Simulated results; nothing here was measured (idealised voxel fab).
Proc. module: voxel wiring stack
We display cut, a cross-section 220 nm in width whose square cells are each 5 nm.
Notation: cross-section as square-cell grid; stated in bands, top first, going down; one or more cell rows per band.
The band entry comprises the height of the band's top followed by the height of its bottom, expressed in nm, and subsequently the band's materials from left to right, each stated together with its width in nm. Where a single material is marked with the word "all across", that material fills the band from edge to edge. The word "blank" represents empty space.
Heights from 0 (as-received wafer is one material below). Bottom band endless downward, as "0..down".
It should be noted that a width expressed as "30->40" varies in equal increments from row to row of cells within the band, taking the value of the first number at the top row and that of the second number at the bottom row.
For the purposes of this document, the phrase "identical to before" attached to a step denotes that no cell within the cross-section was modified by that step.
What "Closed voids list" gives you is every empty space of 8 cells or more that is cut off from the top. Each appears as width x height at distance, with the distance taken from the left edge and width, height and distance all in nm.
Read whatever lies past the settings on a step's line as the simulator's own remark about the step.
For masked steps, "overlay nm" on the step line gives how far right of plan the mask actually lay; a minus sign means it lay to the left.

# The following list gives the planned process steps
1: RECEIVE with material Si
2: CONFORMAL_DEP with material SiO2, thk nm 15
3: CONFORMAL_DEP with material SiN, thk nm 5
4: DIRECTIONAL_DEP with material SiO2, thk nm 25
5: DIRECTIONAL_DEP with material aC, thk nm 15
6: PATTERN with tone open, mask id METAL_1, material resist, width nm 30, pitch nm 50, thk nm 35, overlay nm 0
7: DIRECTIONAL_ETCH with etch materials aC, depth nm 15
8: STRIP with etch materials resist
9: DIRECTIONAL_ETCH with etch materials SiO2, depth nm 25
10: DIRECTIONAL_ETCH with etch materials SiN, depth nm 5
11: STRIP with etch materials aC
12: CONFORMAL_DEP with material TiN, thk nm 5
13: FILL_DEP with material W, thk nm 5
14: CMP with height nm 45
15: EPI with material Ru, thk nm 5
16: FILL_DEP with material SiCN, thk nm 5
17: DIRECTIONAL_DEP with material lowk, thk nm 35
18: MASKED_ETCH with tone open, mask id METAL_2, width nm 30, pitch nm 50, etch materials lowk, depth nm 20, overlay nm 0
19: MASKED_ETCH with tone open, mask id METAL_2_HOLES, width nm 15, pitch nm 50, etch materials lowk, depth nm 15, overlay nm 0
20: MASKED_ETCH with tone open, mask id METAL_2_HOLES, width nm 15, pitch nm 50, etch materials SiCN, depth nm 5, overlay nm 0
21: CONFORMAL_DEP with material TiN, thk nm 5
22: FILL_DEP with material Cu, thk nm 10
23: CMP with height nm 90
24: CONFORMAL_DEP with material SiCN, thk nm 5

# First of two wafers: run as planned

# Incoming wafer, cross-sectional view, post step 1
  0..down  Si all across
  Closed voids list: none

# After step 2: wafer cross-section
  15..0  SiO2 all across
  For the remainder of the cross-section, below 0, there is no change.

# After step 3: wafer cross-section
  20..15  SiN all across
  For the remainder of the cross-section, below 15, there is no change.

# After step 4: wafer cross-section
  45..20  SiO2 all across
  For the remainder of the cross-section, below 20, there is no change.

# After step 5: wafer cross-section
  60..45  aC all across
  For the remainder of the cross-section, below 45, there is no change.

# After step 6: wafer cross-section
  95..60  20 of resist  30 of blank  20 of resist  30 of blank  20 of resist  30 of blank  20 of resist  30 of blank  20 of resist
  For the remainder of the cross-section, below 60, there is no change.

# After step 7: wafer cross-section
  80..60  20 of resist  30 of blank  20 of resist  30 of blank  20 of resist  30 of blank  20 of resist  30 of blank  20 of resist
  60..45  20 of aC  30 of blank  20 of aC  30 of blank  20 of aC  30 of blank  20 of aC  30 of blank  20 of aC
  For the remainder of the cross-section, below 45, there is no change.

# After step 8: wafer cross-section
  60..45  20 of aC  30 of blank  20 of aC  30 of blank  20 of aC  30 of blank  20 of aC  30 of blank  20 of aC
  For the remainder of the cross-section, below 45, there is no change.

# After step 9: wafer cross-section
  60..45  20 of aC  30 of blank  20 of aC  30 of blank  20 of aC  30 of blank  20 of aC  30 of blank  20 of aC
  45..20  20 of SiO2  30 of blank  20 of SiO2  30 of blank  20 of SiO2  30 of blank  20 of SiO2  30 of blank  20 of SiO2
  For the remainder of the cross-section, below 20, there is no change.

# After step 10: wafer cross-section
  60..45  20 of aC  30 of blank  20 of aC  30 of blank  20 of aC  30 of blank  20 of aC  30 of blank  20 of aC
  45..20  20 of SiO2  30 of blank  20 of SiO2  30 of blank  20 of SiO2  30 of blank  20 of SiO2  30 of blank  20 of SiO2
  20..15  20 of SiN  30 of blank  20 of SiN  30 of blank  20 of SiN  30 of blank  20 of SiN  30 of blank  20 of SiN
  For the remainder of the cross-section, below 15, there is no change.

# After step 11: wafer cross-section
  45..20  20 of SiO2  30 of blank  20 of SiO2  30 of blank  20 of SiO2  30 of blank  20 of SiO2  30 of blank  20 of SiO2
  For the remainder of the cross-section, below 20, there is no change.

# After step 12: wafer cross-section
  50..45  25 of TiN  20 of blank  30 of TiN  20 of blank  30 of TiN  20 of blank  30 of TiN  20 of blank  25 of TiN
  45..20  20 of SiO2  5 of TiN  20 of blank  5 of TiN  20 of SiO2  5 of TiN  20 of blank  5 of TiN  20 of SiO2  5 of TiN  20 of blank  5 of TiN  20 of SiO2  5 of TiN  20 of blank  5 of TiN  20 of SiO2
  20..15  20 of SiN  30 of TiN  20 of SiN  30 of TiN  20 of SiN  30 of TiN  20 of SiN  30 of TiN  20 of SiN
  For the remainder of the cross-section, below 15, there is no change.

# After step 13: wafer cross-section
  55..50  W all across
  50..45  25 of TiN  20 of W  30 of TiN  20 of W  30 of TiN  20 of W  30 of TiN  20 of W  25 of TiN
  45..20  20 of SiO2  5 of TiN  20 of W  5 of TiN  20 of SiO2  5 of TiN  20 of W  5 of TiN  20 of SiO2  5 of TiN  20 of W  5 of TiN  20 of SiO2  5 of TiN  20 of W  5 of TiN  20 of SiO2
  For the remainder of the cross-section, below 20, there is no change.

# After step 14: wafer cross-section
  45..20  20 of SiO2  5 of TiN  20 of W  5 of TiN  20 of SiO2  5 of TiN  20 of W  5 of TiN  20 of SiO2  5 of TiN  20 of W  5 of TiN  20 of SiO2  5 of TiN  20 of W  5 of TiN  20 of SiO2
  For the remainder of the cross-section, below 20, there is no change.

# After step 15: wafer cross-section
  50..45  15 of blank  40 of Ru  10 of blank  40 of Ru  10 of blank  40 of Ru  10 of blank  40 of Ru  15 of blank
  For the remainder of the cross-section, below 45, there is no change.

# After step 16: wafer cross-section
  55..50  SiCN all across
  50..45  15 of SiCN  40 of Ru  10 of SiCN  40 of Ru  10 of SiCN  40 of Ru  10 of SiCN  40 of Ru  15 of SiCN
  For the remainder of the cross-section, below 45, there is no change.

# After step 17: wafer cross-section
  90..55  lowk all across
  For the remainder of the cross-section, below 55, there is no change.

# After step 18: wafer cross-section
  90..70  20 of lowk  30 of blank  20 of lowk  30 of blank  20 of lowk  30 of blank  20 of lowk  30 of blank  20 of lowk
  For the remainder of the cross-section, below 70, there is no change.

# After step 19: wafer cross-section
  90..70  20 of lowk  30 of blank  20 of lowk  30 of blank  20 of lowk  30 of blank  20 of lowk  30 of blank  20 of lowk
  70..55  20 of lowk  15 of blank  35 of lowk  15 of blank  35 of lowk  15 of blank  35 of lowk  15 of blank  35 of lowk
  For the remainder of the cross-section, below 55, there is no change.

# After step 20: wafer cross-section
  90..70  20 of lowk  30 of blank  20 of lowk  30 of blank  20 of lowk  30 of blank  20 of lowk  30 of blank  20 of lowk
  70..55  20 of lowk  15 of blank  35 of lowk  15 of blank  35 of lowk  15 of blank  35 of lowk  15 of blank  35 of lowk
  55..50  20 of SiCN  15 of blank  35 of SiCN  15 of blank  35 of SiCN  15 of blank  35 of SiCN  15 of blank  35 of SiCN
  For the remainder of the cross-section, below 50, there is no change.

# After step 21: wafer cross-section
  95..90  25 of TiN  20 of blank  30 of TiN  20 of blank  30 of TiN  20 of blank  30 of TiN  20 of blank  25 of TiN
  90..75  20 of lowk  5 of TiN  20 of blank  5 of TiN  20 of lowk  5 of TiN  20 of blank  5 of TiN  20 of lowk  5 of TiN  20 of blank  5 of TiN  20 of lowk  5 of TiN  20 of blank  5 of TiN  20 of lowk
  75..70  20 of lowk  5 of TiN  5 of blank  20 of TiN  20 of lowk  5 of TiN  5 of blank  20 of TiN  20 of lowk  5 of TiN  5 of blank  20 of TiN  20 of lowk  5 of TiN  5 of blank  20 of TiN  20 of lowk
  70..55  20 of lowk  5 of TiN  5 of blank  5 of TiN  35 of lowk  5 of TiN  5 of blank  5 of TiN  35 of lowk  5 of TiN  5 of blank  5 of TiN  35 of lowk  5 of TiN  5 of blank  5 of TiN  35 of lowk
  55..50  20 of SiCN  15 of TiN  35 of SiCN  15 of TiN  35 of SiCN  15 of TiN  35 of SiCN  15 of TiN  35 of SiCN
  For the remainder of the cross-section, below 50, there is no change.

# After step 22: wafer cross-section
  105..95  Cu all across
  95..90  25 of TiN  20 of Cu  30 of TiN  20 of Cu  30 of TiN  20 of Cu  30 of TiN  20 of Cu  25 of TiN
  90..75  20 of lowk  5 of TiN  20 of Cu  5 of TiN  20 of lowk  5 of TiN  20 of Cu  5 of TiN  20 of lowk  5 of TiN  20 of Cu  5 of TiN  20 of lowk  5 of TiN  20 of Cu  5 of TiN  20 of lowk
  75..70  20 of lowk  5 of TiN  5 of Cu  20 of TiN  20 of lowk  5 of TiN  5 of Cu  20 of TiN  20 of lowk  5 of TiN  5 of Cu  20 of TiN  20 of lowk  5 of TiN  5 of Cu  20 of TiN  20 of lowk
  70..55  20 of lowk  5 of TiN  5 of Cu  5 of TiN  35 of lowk  5 of TiN  5 of Cu  5 of TiN  35 of lowk  5 of TiN  5 of Cu  5 of TiN  35 of lowk  5 of TiN  5 of Cu  5 of TiN  35 of lowk
  For the remainder of the cross-section, below 55, there is no change.

# After step 23: wafer cross-section
  90..75  20 of lowk  5 of TiN  20 of Cu  5 of TiN  20 of lowk  5 of TiN  20 of Cu  5 of TiN  20 of lowk  5 of TiN  20 of Cu  5 of TiN  20 of lowk  5 of TiN  20 of Cu  5 of TiN  20 of lowk
  For the remainder of the cross-section, below 75, there is no change.

# After step 24: wafer cross-section
  95..90  SiCN all across
  For the remainder of the cross-section, below 90, there is no change.

# Okay, second wafer. Nothing different at the start, nothing different in the plan, just one mistake somewhere in the running. As far as step 15, counting that step, it's the first wafer all over again

# Second wafer, cut view, end of step 16 per plan
  85..80  15 of blank  40 of lowk  10 of blank  40 of lowk  10 of blank  40 of lowk  10 of blank  40 of lowk  15 of blank
  80..50  lowk all across
  50..45  15 of lowk  40 of Ru  10 of lowk  40 of Ru  10 of lowk  40 of Ru  10 of lowk  40 of Ru  15 of lowk
  For the remainder of the cross-section, below 45, there is no change.

# Second wafer, cut view, end of step 17 per plan
  90..85  SiCN all across
  85..80  15 of SiCN  40 of lowk  10 of SiCN  40 of lowk  10 of SiCN  40 of lowk  10 of SiCN  40 of lowk  15 of SiCN
  For the remainder of the cross-section, below 80, there is no change.

Second wafer, cut view, end of step 18 per plan: identical to before

Second wafer, cut view, end of step 19 per plan: identical to before

# Second wafer, cut view, end of step 20 per plan
  90..85  20 of SiCN  15 of blank  35 of SiCN  15 of blank  35 of SiCN  15 of blank  35 of SiCN  15 of blank  35 of SiCN
  For the remainder of the cross-section, below 85, there is no change.

# Second wafer, cut view, end of step 21 per plan
  95..90  25 of TiN  5 of blank  45 of TiN  5 of blank  45 of TiN  5 of blank  45 of TiN  5 of blank  40 of TiN
  90..85  20 of SiCN  15 of TiN  35 of SiCN  15 of TiN  35 of SiCN  15 of TiN  35 of SiCN  15 of TiN  35 of SiCN
  For the remainder of the cross-section, below 85, there is no change.

# Second wafer, cut view, end of step 22 per plan
  105..95  Cu all across
  95..90  25 of TiN  5 of Cu  45 of TiN  5 of Cu  45 of TiN  5 of Cu  45 of TiN  5 of Cu  40 of TiN
  For the remainder of the cross-section, below 90, there is no change.

# Second wafer, cut view, end of step 23 per plan
  90..85  20 of SiCN  15 of TiN  35 of SiCN  15 of TiN  35 of SiCN  15 of TiN  35 of SiCN  15 of TiN  35 of SiCN
  For the remainder of the cross-section, below 85, there is no change.

# Second wafer, cut view, end of step 24 per plan
  95..90  SiCN all across
  For the remainder of the cross-section, below 90, there is no change.
So what did we get wrong on this run? swap of plan steps 16 and 17 during execution
Materials where the second wafer ends with more or fewer cells than the first: -64 Cu | -68 TiN | +132 lowk
